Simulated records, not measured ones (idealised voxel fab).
Documented hereafter: the process module known as voxel wiring stack.
The cross-section shown here is cut; it is 255 nm wide and divided into square cells measuring 5 nm on a side.
Each cross-section below is a grid of square cells, stated as bands in top-down order, with one or more rows of cells making up each band. Quick guide to a band line: top height, bottom height (nm) up front; then every material left to right with its width in nm. Only one material and it's marked "edge to edge"? Then it fills the band edge to edge. And "empty" just means empty space. All heights in this document are referenced to 0, defined as the level beneath which the wafer, as received, consists entirely of one material. The lowest band is not bounded below; it extends indefinitely downward and is written in the form "top 0, no bottom". With a width like "30..40", each row of cells in the band differs from the next by the same amount, the top row carrying the first number and the bottom row the second. When a step is marked "all unchanged", none of the cells in the cross-section changed during that step. The list in "Enclosed void inventory" covers empty spaces of 8 cells or more that cannot reach the top through any open way, and it gives each as width x height at distance; the distance is from the left edge, and width, height and distance are in nm. Read whatever lies past the settings on a step's line as the simulator's own remark about the step. You can add "overlay nm" to a step's line. For a step with a mask, it describes how far the mask lay to the right of its planned position, and a negative number describes a lay to the left.

Intended process steps:
1: RECEIVE | material Si
2: CONFORMAL_DEP | material SiO2 | thk nm 15
3: DIRECTIONAL_DEP | material TiN | thk nm 5
4: DIRECTIONAL_DEP | material W | thk nm 15
5: DIRECTIONAL_DEP | material aC | thk nm 10
6: PATTERN | tone cover | mask id METAL_1 | material resist | width nm 30 | pitch nm 50 | thk nm 25 | overlay nm 0
7: DIRECTIONAL_ETCH | etch materials aC | depth nm 10
8: STRIP | etch materials resist
9: DIRECTIONAL_ETCH | etch materials W | depth nm 15
10: DIRECTIONAL_ETCH | etch materials TiN | depth nm 5
11: STRIP | etch materials aC
12: FILL_DEP | material SiO2 | thk nm 10
13: CMP | height nm 35
14: CONFORMAL_DEP | material SiCN | thk nm 5
15: DIRECTIONAL_DEP | material lowk | thk nm 10
16: PATTERN | tone open | mask id PLUG_1 | material resist | width nm 15 | pitch nm 50 | thk nm 20 | overlay nm 0
17: DIRECTIONAL_ETCH | etch materials lowk | depth nm 10
18: DIRECTIONAL_ETCH | etch materials SiCN | depth nm 5
19: STRIP | etch materials resist
20: CONFORMAL_DEP | material TiN | thk nm 5
21: FILL_DEP | material Ru | thk nm 5
22: CMP | height nm 50
23: DIRECTIONAL_DEP | material TiN | thk nm 5
24: DIRECTIONAL_DEP | material Ru | thk nm 15
25: DIRECTIONAL_DEP | material aC | thk nm 10
26: PATTERN | tone cover | mask id METAL_2 | material resist | width nm 30 | pitch nm 50 | thk nm 25 | overlay nm 0
27: DIRECTIONAL_ETCH | etch materials aC | depth nm 10
28: STRIP | etch materials resist
29: DIRECTIONAL_ETCH | etch materials Ru | depth nm 15
30: DIRECTIONAL_ETCH | etch materials TiN | depth nm 5
31: STRIP | etch materials aC
32: CONFORMAL_DEP | material SiCN | thk nm 5
33: FILL_DEP | material lowk | thk nm 10
34: CMP | height nm 70
35: CONFORMAL_DEP | material SiCN | thk nm 5

As received (post step 1): cross-section:
	top 0, no bottom = Si edge to edge
	Enclosed void inventory: none

First of two wafers, end-of-module section, run followed plan:
	top 75, bottom 70 = SiCN edge to edge
	top 70, bottom 55 = lowk 30; SiCN 5; Ru 30; SiCN 5; lowk 10; SiCN 5; Ru 30; SiCN 5; lowk 10; SiCN 5; Ru 30; SiCN 5; lowk 10; SiCN 5; Ru 30; SiCN 5; lowk 35
	top 55, bottom 50 = SiCN 35; TiN 30; SiCN 20; TiN 30; SiCN 20; TiN 30; SiCN 20; TiN 30; SiCN 40
	top 50, bottom 40 = lowk 35; TiN 5; Ru 5; TiN 5; lowk 35; TiN 5; Ru 5; TiN 5; lowk 35; TiN 5; Ru 5; TiN 5; lowk 35; TiN 5; Ru 5; TiN 5; lowk 55
	top 40, bottom 35 = SiCN 35; TiN 15; SiCN 35; TiN 15; SiCN 35; TiN 15; SiCN 35; TiN 15; SiCN 55
	top 35, bottom 20 = SiO2 35; W 30; SiO2 20; W 30; SiO2 20; W 30; SiO2 20; W 30; SiO2 40
	top 20, bottom 15 = SiO2 35; TiN 30; SiO2 20; TiN 30; SiO2 20; TiN 30; SiO2 20; TiN 30; SiO2 40
	top 15, bottom 0 = SiO2 edge to edge
	top 0, no bottom = Si edge to edge
	Enclosed void inventory: none

Cross-section of the latter of the two wafers at module completion. It had an identical start and an identical plan to the former; in running it, one mistake was made:
	top 75, bottom 70 = SiCN edge to edge
	top 70, bottom 55 = lowk 30; SiCN 5; Ru 30; SiCN 5; lowk 10; SiCN 5; Ru 30; SiCN 5; lowk 10; SiCN 5; Ru 30; SiCN 5; lowk 10; SiCN 5; Ru 30; SiCN 5; lowk 35
	top 55, bottom 50 = SiCN 35; TiN 30; SiCN 20; TiN 30; SiCN 20; TiN 30; SiCN 20; TiN 30; SiCN 40
	top 50, bottom 40 = lowk 30; TiN 5; Ru 15; TiN 5; lowk 25; TiN 5; Ru 15; TiN 5; lowk 25; TiN 5; Ru 15; TiN 5; lowk 25; TiN 5; Ru 15; TiN 5; lowk 50
	top 40, bottom 35 = SiCN 30; TiN 25; SiCN 25; TiN 25; SiCN 25; TiN 25; SiCN 25; TiN 25; SiCN 50
	top 35, bottom 20 = SiO2 35; W 30; SiO2 20; W 30; SiO2 20; W 30; SiO2 20; W 30; SiO2 40
	top 20, bottom 15 = SiO2 35; TiN 30; SiO2 20; TiN 30; SiO2 20; TiN 30; SiO2 20; TiN 30; SiO2 40
	top 15, bottom 0 = SiO2 edge to edge
	top 0, no bottom = Si edge to edge
	Enclosed void inventory: none
Here's what went sideways: step 16 did not use the planned setting and instead ran as PATTERN | tone open | mask id PLUG_1 | material resist | width nm 25 | pitch nm 50 | thk nm 20 | overlay nm 0
End of process, cell counts, second wafer against first, materials with more or fewer: +16 Ru, -8 SiCN, +8 TiN, -16 lowk
